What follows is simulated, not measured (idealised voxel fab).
This is a process module. Its name is voxel released beams.
Cross-section cut spans 185 nm and uses square cells 5 nm in size.
Cross-section format: a grid of square cells, given as bands from top to bottom; each band is one or more rows of cells. Heads up on the band format: heights come first, top then bottom, in nm. After that it's the materials left to right, each with its width in nm. A single material flagged "everywhere" fills the whole band edge to edge, and "blank" means there's empty space there. Height is counted from the level 0, under which the received wafer is composed throughout of one material. The lowest of the bands is not closed at the bottom but continues downward, in the notation "0 nm and below". When a width is written as two numbers, as in "30 to 40", the first number is the width in the top row of cells of the band and the second is the width in its bottom row, and the width changes by the same amount from each row to the next. Take "no modification" at face value: in the step it is given for, the cross-section changed in none of its cells. "Unvented voids": sealed empty spaces, 8 cells or more, no open way to top, listed width x height at distance, with distance from the left edge and width, height and distance in nm. Note: text after step settings on the step line = simulator remark on that step. You can add "overlay nm" to a step's line. For a step with a mask, it describes how far the mask lay to the right of its planned position, and a negative number describes a lay to the left. Note on reading: below, each pair holds a cross-section from before one process step and one from after it; the one from after shows only down to the lowest band that changed. Beneath the pair, the step in between is stated along with its settings. The pairs can stem from different runs of this module on the same starting wafer. Where a pair's entry headed "Before step" says so, and only there, that pair continues from the pair above it.
Before step:
    0 nm and below | Si everywhere
    Unvented voids: none
Post-Process Section:
    5 nm to 0 nm | SiN everywhere
    Note: structure below 0 unchanged.
    Unvented voids: none
What sits between those two cross-sections? CONFORMAL_DEP | material SiN | thk nm 5
Before step: For the state before this step, see the after cross-section of the pair located directly above.
Post-Process Section:
    25 nm to 5 nm | SiO2 everywhere
    Note: structure below 5 unchanged.
    Unvented voids: none
What sits between those two cross-sections? DIRECTIONAL_DEP | material SiO2 | thk nm 20
Before step: For the state before this step, see the after cross-section of the pair located directly above.
Post-Process Section:
    25 nm to 5 nm | SiO2 40, blank 35, SiO2 110
    Note: structure below 5 unchanged.
    Unvented voids: none
What sits between those two cross-sections? MASKED_ETCH | tone open | mask id ANCHOR | width nm 35 | etch materials SiO2 | depth nm 20 | overlay nm 0
Before step: For the state before this step, see the after cross-section of the pair located directly above.
Post-Process Section:
    35 nm to 25 nm | W 50, blank 15, W 120
    25 nm to 15 nm | SiO2 40, W 10, blank 15, W 10, SiO2 110
    15 nm to 5 nm | SiO2 40, W 35, SiO2 110
    Note: structure below 5 unchanged.
    Unvented voids: none
What sits between those two cross-sections? CONFORMAL_DEP | material W | thk nm 10
Before step: For the state before this step, see the after cross-section of the pair located directly above.
Post-Process Section:
    55 nm to 35 nm | blank 35, resist 105, blank 45
    35 nm to 25 nm | W 50, resist 15, W 120
    25 nm to 15 nm | SiO2 40, W 10, resist 15, W 10, SiO2 110
    Note: structure below 15 unchanged.
    Unvented voids: none
What sits between those two cross-sections? PATTERN | tone cover | mask id BEAM | material resist | width nm 105 | thk nm 20 | overlay nm 0
Before step: For the state before this step, see the after cross-section of the pair located directly above.
Post-Process Section:
    55 nm to 35 nm | blank 35, resist 105, blank 45
    35 nm to 25 nm | blank 35, W 15, resist 15, W 75, blank 45
    Note: structure below 25 unchanged.
    Unvented voids: none
What sits between those two cross-sections? DIRECTIONAL_ETCH | etch materials W | depth nm 10
Before step: For the state before this step, see the after cross-section of the pair located directly above.
Post-Process Section:
    35 nm to 25 nm | blank 35, W 15, blank 15, W 75, blank 45
    25 nm to 15 nm | SiO2 40, W 10, blank 15, W 10, SiO2 110
    Note: structure below 15 unchanged.
    Unvented voids: none
What sits between those two cross-sections? STRIP | etch materials resist
Before step: For the state before this step, see the after cross-section of the pair located directly above.
Post-Process Section:
    35 nm to 25 nm | blank 35, W 15, blank 15, W 75, blank 45
    25 nm to 15 nm | blank 40, W 10, blank 15, W 10, blank 110
    15 nm to 5 nm | blank 40, W 35, blank 110
    Note: structure below 5 unchanged.
    Unvented voids: none
What sits between those two cross-sections? STRIP | etch materials SiO2
Before step:
    5 nm to 0 nm | SiN everywhere
    0 nm and below | Si everywhere
    Unvented voids: none
Post-Process Section:
    15 nm to 5 nm | W everywhere
    Note: structure below 5 unchanged.
    Unvented voids: none
What sits between those two cross-sections? CONFORMAL_DEP | material W | thk nm 10
Before step: For the state before this step, see the after cross-section of the pair located directly above.
Post-Process Section:
    35 nm to 15 nm | blank 35, resist 105, blank 45
    Note: structure below 15 unchanged.
    Unvented voids: none
What sits between those two cross-sections? PATTERN | tone cover | mask id BEAM | material resist | width nm 105 | thk nm 20 | overlay nm 0
Before step: For the state before this step, see the after cross-section of the pair located directly above.
Post-Process Section:
    35 nm to 15 nm | blank 35, resist 105, blank 45
    15 nm to 5 nm | blank 35, W 105, blank 45
    Note: structure below 5 unchanged.
    Unvented voids: none
What sits between those two cross-sections? DIRECTIONAL_ETCH | etch materials W | depth nm 10
Before step: For the state before this step, see the after cross-section of the pair located directly above.
Post-Process Section:
    15 nm to 5 nm | blank 35, W 105, blank 45
    Note: structure below 5 unchanged.
    Unvented voids: none
What sits between those two cross-sections? STRIP | etch materials resist
Before step:
    0 nm and below | Si everywhere
    Unvented voids: none
Post-Process Section:
    20 nm to 0 nm | SiO2 everywhere
    Note: structure below 0 unchanged.
    Unvented voids: none
What sits between those two cross-sections? DIRECTIONAL_DEP | material SiO2 | thk nm 20
Before step: For the state before this step, see the after cross-section of the pair located directly above.
Post-Process Section:
    25 nm to 20 nm | SiN everywhere
    Note: structure below 20 unchanged.
    Unvented voids: none
What sits between those two cross-sections? CONFORMAL_DEP | material SiN | thk nm 5
Before step: For the state before this step, see the after cross-section of the pair located directly above.
Post-Process Section:
    35 nm to 25 nm | W everywhere
    Note: structure below 25 unchanged.
    Unvented voids: none
What sits between those two cross-sections? CONFORMAL_DEP | material W | thk nm 10
Before step: For the state before this step, see the after cross-section of the pair located directly above.
Post-Process Section:
    55 nm to 35 nm | blank 35, resist 105, blank 45
    Note: structure below 35 unchanged.
    Unvented voids: none
What sits between those two cross-sections? PATTERN | tone cover | mask id BEAM | material resist | width nm 105 | thk nm 20 | overlay nm 0
Before step: For the state before this step, see the after cross-section of the pair located directly above.
Post-Process Section:
    55 nm to 35 nm | blank 35, resist 105, blank 45
    35 nm to 25 nm | blank 35, W 105, blank 45
    Note: structure below 25 unchanged.
    Unvented voids: none
What sits between those two cross-sections? DIRECTIONAL_ETCH | etch materials W | depth nm 10
Before step: For the state before this step, see the after cross-section of the pair located directly above.
Post-Process Section:
    35 nm to 25 nm | blank 35, W 105, blank 45
    Note: structure below 25 unchanged.
    Unvented voids: none
What sits between those two cross-sections? STRIP | etch materials resist
Before step:
    25 nm to 5 nm | SiO2 40, blank 35, SiO2 110
    5 nm to 0 nm | SiN everywhere
    0 nm and below | Si everywhere
    Unvented voids: none
Post-Process Section:
    40 nm to 25 nm | W 55, blank 5, W 125
    25 nm to 20 nm | SiO2 40, W 15, blank 5, W 15, SiO2 110
    20 nm to 5 nm | SiO2 40, W 35, SiO2 110
    Note: structure below 5 unchanged.
    Unvented voids: none
What sits between those two cross-sections? CONFORMAL_DEP | material W | thk nm 15
Before step: For the state before this step, see the after cross-section of the pair located directly above.
Post-Process Section:
    60 nm to 40 nm | blank 35, resist 105, blank 45
    40 nm to 25 nm | W 55, resist 5, W 125
    25 nm to 20 nm | SiO2 40, W 15, resist 5, W 15, SiO2 110
    Note: structure below 20 unchanged.
    Unvented voids: none
What sits between those two cross-sections? PATTERN | tone cover | mask id BEAM | material resist | width nm 105 | thk nm 20 | overlay nm 0
Before step: For the state before this step, see the after cross-section of the pair located directly above.
Post-Process Section:
    60 nm to 40 nm | blank 35, resist 105, blank 45
    40 nm to 30 nm | blank 35, W 20, resist 5, W 80, blank 45
    Note: structure below 30 unchanged.
    Unvented voids: none
What sits between those two cross-sections? DIRECTIONAL_ETCH | etch materials W | depth nm 10
Before step: For the state before this step, see the after cross-section of the pair located directly above.
Post-Process Section:
    40 nm to 30 nm | blank 35, W 20, blank 5, W 80, blank 45
    30 nm to 25 nm | W 55, blank 5, W 125
    25 nm to 20 nm | SiO2 40, W 15, blank 5, W 15, SiO2 110
    Note: structure below 20 unchanged.
    Unvented voids: none
What sits between those two cross-sections? STRIP | etch materials resist
Before step:
    25 nm to 5 nm | SiO2 everywhere
    5 nm to 0 nm | SiN everywhere
    0 nm and below | Si everywhere
    Unvented voids: none
Post-Process Section:
    25 nm to 5 nm | SiO2 35, blank 45, SiO2 105
    Note: structure below 5 unchanged.
    Unvented voids: none
What sits between those two cross-sections? MASKED_ETCH | tone open | mask id ANCHOR | width nm 45 | etch materials SiO2 | depth nm 20 | overlay nm 0
Before step: For the state before this step, see the after cross-section of the pair located directly above.
Post-Process Section:
    35 nm to 25 nm | W 45, blank 25, W 115
    25 nm to 15 nm | SiO2 35, W 10, blank 25, W 10, SiO2 105
    15 nm to 5 nm | SiO2 35, W 45, SiO2 105
    Note: structure below 5 unchanged.
    Unvented voids: none
What sits between those two cross-sections? CONFORMAL_DEP | material W | thk nm 10
Before step: For the state before this step, see the after cross-section of the pair located directly above.
Post-Process Section:
    55 nm to 35 nm | blank 35, resist 105, blank 45
    35 nm to 25 nm | W 45, resist 25, W 115
    25 nm to 15 nm | SiO2 35, W 10, resist 25, W 10, SiO2 105
    Note: structure below 15 unchanged.
    Unvented voids: none
What sits between those two cross-sections? PATTERN | tone cover | mask id BEAM | material resist | width nm 105 | thk nm 20 | overlay nm 0
Before step: For the state before this step, see the after cross-section of the pair located directly above.
Post-Process Section:
    55 nm to 35 nm | blank 35, resist 105, blank 45
    35 nm to 25 nm | blank 35, W 10, resist 25, W 70, blank 45
    Note: structure below 25 unchanged.
    Unvented voids: none
What sits between those two cross-sections? DIRECTIONAL_ETCH | etch materials W | depth nm 10
Before step: For the state before this step, see the after cross-section of the pair located directly above.
Post-Process Section:
    35 nm to 25 nm | blank 35, W 10, blank 25, W 70, blank 45
    25 nm to 15 nm | SiO2 35, W 10, blank 25, W 10, SiO2 105
    Note: structure below 15 unchanged.
    Unvented voids: none
What sits between those two cross-sections? STRIP | etch materials resist
Before step: For the state before this step, see the after cross-section of the pair located directly above.
Post-Process Section:
    35 nm to 25 nm | blank 35, W 10, blank 25, W 70, blank 45
    25 nm to 15 nm | blank 35, W 10, blank 25, W 10, blank 105
    15 nm to 5 nm | blank 35, W 45, blank 105
    Note: structure below 5 unchanged.
    Unvented voids: none
What sits between those two cross-sections? STRIP | etch materials SiO2
Before step:
    35 nm to 25 nm | W 50, blank 15, W 120
    25 nm to 15 nm | SiO2 40, W 10, blank 15, W 10, SiO2 110
    15 nm to 5 nm | SiO2 40, W 35, SiO2 110
    5 nm to 0 nm | SiN everywhere
    0 nm and below | Si everywhere
    Unvented voids: none
Post-Process Section:
    55 nm to 35 nm | blank 25, resist 105, blank 55
    35 nm to 25 nm | W 50, resist 15, W 120
    25 nm to 15 nm | SiO2 40, W 10, resist 15, W 10, SiO2 110
    Note: structure below 15 unchanged.
    Unvented voids: none
What sits between those two cross-sections? PATTERN | tone cover | mask id BEAM | material resist | width nm 105 | thk nm 20 | overlay nm -10
Before step: For the state before this step, see the after cross-section of the pair located directly above.
Post-Process Section:
    55 nm to 35 nm | blank 25, resist 105, blank 55
    35 nm to 25 nm | blank 25, W 25, resist 15, W 65, blank 55
    Note: structure below 25 unchanged.
    Unvented voids: none
What sits between those two cross-sections? DIRECTIONAL_ETCH | etch materials W | depth nm 10
Before step: For the state before this step, see the after cross-section of the pair located directly above.
Post-Process Section:
    35 nm to 25 nm | blank 25, W 25, blank 15, W 65, blank 55
    25 nm to 15 nm | SiO2 40, W 10, blank 15, W 10, SiO2 110
    Note: structure below 15 unchanged.
    Unvented voids: none
What sits between those two cross-sections? STRIP | etch materials resist
Before step: For the state before this step, see the after cross-section of the pair located directly above.
Post-Process Section:
    35 nm to 25 nm | blank 25, W 25, blank 15, W 65, blank 55
    25 nm to 15 nm | blank 40, W 10, blank 15, W 10, blank 110
    15 nm to 5 nm | blank 40, W 35, blank 110
    Note: structure below 5 unchanged.
    Unvented voids: none
What sits between those two cross-sections? STRIP | etch materials SiO2
Before step:
    5 nm to 0 nm | SiN everywhere
    0 nm and below | Si everywhere
    Unvented voids: none
Post-Process Section:
    25 nm to 0 nm | SiN everywhere
    Note: structure below 0 unchanged.
    Unvented voids: none
What sits between those two cross-sections? DIRECTIONAL_DEP | material SiN | thk nm 20
Before step: For the state before this step, see the after cross-section of the pair located directly above.
Post-Process Section:
    35 nm to 25 nm | W everywhere
    Note: structure below 25 unchanged.
    Unvented voids: none
What sits between those two cross-sections? CONFORMAL_DEP | material W | thk nm 10
Before step: For the state before this step, see the after cross-section of the pair located directly above.
Post-Process Section:
    55 nm to 35 nm | blank 35, resist 105, blank 45
    Note: structure below 35 unchanged.
    Unvented voids: none
What sits between those two cross-sections? PATTERN | tone cover | mask id BEAM | material resist | width nm 105 | thk nm 20 | overlay nm 0
Before step: For the state before this step, see the after cross-section of the pair located directly above.
Post-Process Section:
    55 nm to 35 nm | blank 35, resist 105, blank 45
    35 nm to 25 nm | blank 35, W 105, blank 45
    Note: structure below 25 unchanged.
    Unvented voids: none
What sits between those two cross-sections? DIRECTIONAL_ETCH | etch materials W | depth nm 10
Before step: For the state before this step, see the after cross-section of the pair located directly above.
Post-Process Section:
    35 nm to 25 nm | blank 35, W 105, blank 45
    Note: structure below 25 unchanged.
    Unvented voids: none
What sits between those two cross-sections? STRIP | etch materials resist
Before step:
    25 nm to 5 nm | SiO2 everywhere
    5 nm to 0 nm | SiN everywhere
    0 nm and below | Si everywhere
    Unvented voids: none
Post-Process Section:
    25 nm to 5 nm | blank 40, SiO2 35, blank 110
    Note: structure below 5 unchanged.
    Unvented voids: none
What sits between those two cross-sections? MASKED_ETCH | tone cover | mask id ANCHOR | width nm 35 | etch materials SiO2 | depth nm 20 | overlay nm 0
Before step: For the state before this step, see the after cross-section of the pair located directly above.
Post-Process Section:
    35 nm to 25 nm | blank 30, W 55, blank 100
    25 nm to 15 nm | blank 30, W 10, SiO2 35, W 10, blank 100
    15 nm to 5 nm | W 40, SiO2 35, W 110
    Note: structure below 5 unchanged.
    Unvented voids: none
What sits between those two cross-sections? CONFORMAL_DEP | material W | thk nm 10
Before step: For the state before this step, see the after cross-section of the pair located directly above.
Post-Process Section:
    55 nm to 35 nm | blank 35, resist 105, blank 45
    35 nm to 25 nm | blank 30, W 55, resist 55, blank 45
    25 nm to 15 nm | blank 30, W 10, SiO2 35, W 10, resist 55, blank 45
    Note: structure below 15 unchanged.
    Unvented voids: none
What sits between those two cross-sections? PATTERN | tone cover | mask id BEAM | material resist | width nm 105 | thk nm 20 | overlay nm 0
Before step: For the state before this step, see the after cross-section of the pair located directly above.
Post-Process Section:
    55 nm to 35 nm | blank 35, resist 105, blank 45
    35 nm to 25 nm | blank 35, W 50, resist 55, blank 45
    25 nm to 15 nm | blank 30, W 10, SiO2 35, W 10, resist 55, blank 45
    15 nm to 5 nm | blank 30, W 10, SiO2 35, W 65, blank 45
    Note: structure below 5 unchanged.
    Unvented voids: none
What sits between those two cross-sections? DIRECTIONAL_ETCH | etch materials W | depth nm 10
Before step: For the state before this step, see the after cross-section of the pair located directly above.
Post-Process Section:
    35 nm to 25 nm | blank 35, W 50, blank 100
    25 nm to 15 nm | blank 30, W 10, SiO2 35, W 10, blank 100
    Note: structure below 15 unchanged.
    Unvented voids: none
What sits between those two cross-sections? STRIP | etch materials resist
